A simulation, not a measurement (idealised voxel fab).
Name of the process module below: voxel tone inversion
Xsec cut, 145 nm wide, square cell size 5 nm.
For the purposes of this document, a cross-section shall be understood as a grid of square cells, specified as bands listed in top-to-bottom order, each band consisting of one or more rows of cells.
For a band, the entry starts with two heights in nm, that of the top and then that of the bottom, and carries on with the band's materials in order from left to right, each alongside its width in nm; the word "everywhere" beside a single material means it fills the band edge to edge, and "blank" means empty space.
We count height from 0. Below that, the starting wafer is all one material. The lowest band never ends at the bottom but goes on down; see "from 0 down" for how that is written.
Width spec "30..40" -> top row of cells at first value, bottom row at second value, equal per-row change in between.
Basically "no modification" means that step didn't change any cell in the cross-section.
Listed in "Enclosed void entries": every empty space of 8 or more cells without an open way to the top. Form: width x height at distance, the distance being from the left edge, all in nm.
Text after the settings on a step's line: the simulator's own remark on that step.
On any step carrying a mask, the "overlay nm" setting, if present on the step's line, tells how far right of its planned place the mask lay; negative values point to the left.
List of planned process steps:
| 1 | RECEIVE with material Si |
| 2 | CONFORMAL_DEP with material SiN, thk nm 10 |
| 3 | DIRECTIONAL_DEP with material polySi, thk nm 15 |
| 4 | PATTERN with tone cover, mask id POSTS, material resist, width nm 15, pitch nm 30, thk nm 25, overlay nm 0 |
| 5 | DIRECTIONAL_ETCH with etch materials polySi, depth nm 15 |
| 6 | STRIP with etch materials resist |
| 7 | FILL_DEP with material SiO2, thk nm 10 |
| 8 | CMP with height nm 25 |
| 9 | STRIP with etch materials polySi |
| 10 | CONFORMAL_DEP with material TiN, thk nm 5 |
| 11 | FILL_DEP with material Ru, thk nm 10 |
| 12 | CMP with height nm 25 |
| 13 | CONFORMAL_DEP with material SiCN, thk nm 5 |
As received (post step 1): cross-section:
* from 0 down: Si everywhere
* Enclosed void entries: none
The first of two wafers, cross-sectioned at the end of the module, with the run proceeding as planned:
* from 30 to 25: SiCN everywhere
* from 25 to 15: 35 of SiO2, 5 of TiN, 5 of Ru, 5 of TiN, 15 of SiO2, 5 of TiN, 5 of Ru, 5 of TiN, 15 of SiO2, 5 of TiN, 5 of Ru, 5 of TiN, 35 of SiO2
* from 15 to 10: 35 of SiO2, 15 of TiN, 15 of SiO2, 15 of TiN, 15 of SiO2, 15 of TiN, 35 of SiO2
* from 10 to 0: SiN everywhere
* from 0 down: Si everywhere
* Enclosed void entries: none
Module end: cross-section of wafer two of two. Same start and process plan as the first wafer. One mistake during execution:
* from 30 to 25: SiCN everywhere
* from 25 to 15: 35 of SiN, 5 of TiN, 5 of Ru, 5 of TiN, 15 of SiN, 5 of TiN, 5 of Ru, 5 of TiN, 15 of SiN, 5 of TiN, 5 of Ru, 5 of TiN, 35 of SiN
* from 15 to 10: 35 of SiN, 15 of TiN, 15 of SiN, 15 of TiN, 15 of SiN, 15 of TiN, 35 of SiN
* from 10 to 0: SiN everywhere
* from 0 down: Si everywhere
* Enclosed void entries: none
The plan and the run diverged here: step 7 was run on a setting that differed from the plan, and what really ran there is FILL_DEP with material SiN, thk nm 10
Upon completion, the second wafer contains, in terms of cells, a greater or smaller amount of certain materials than the first wafer: +60 SiN | -60 SiO2
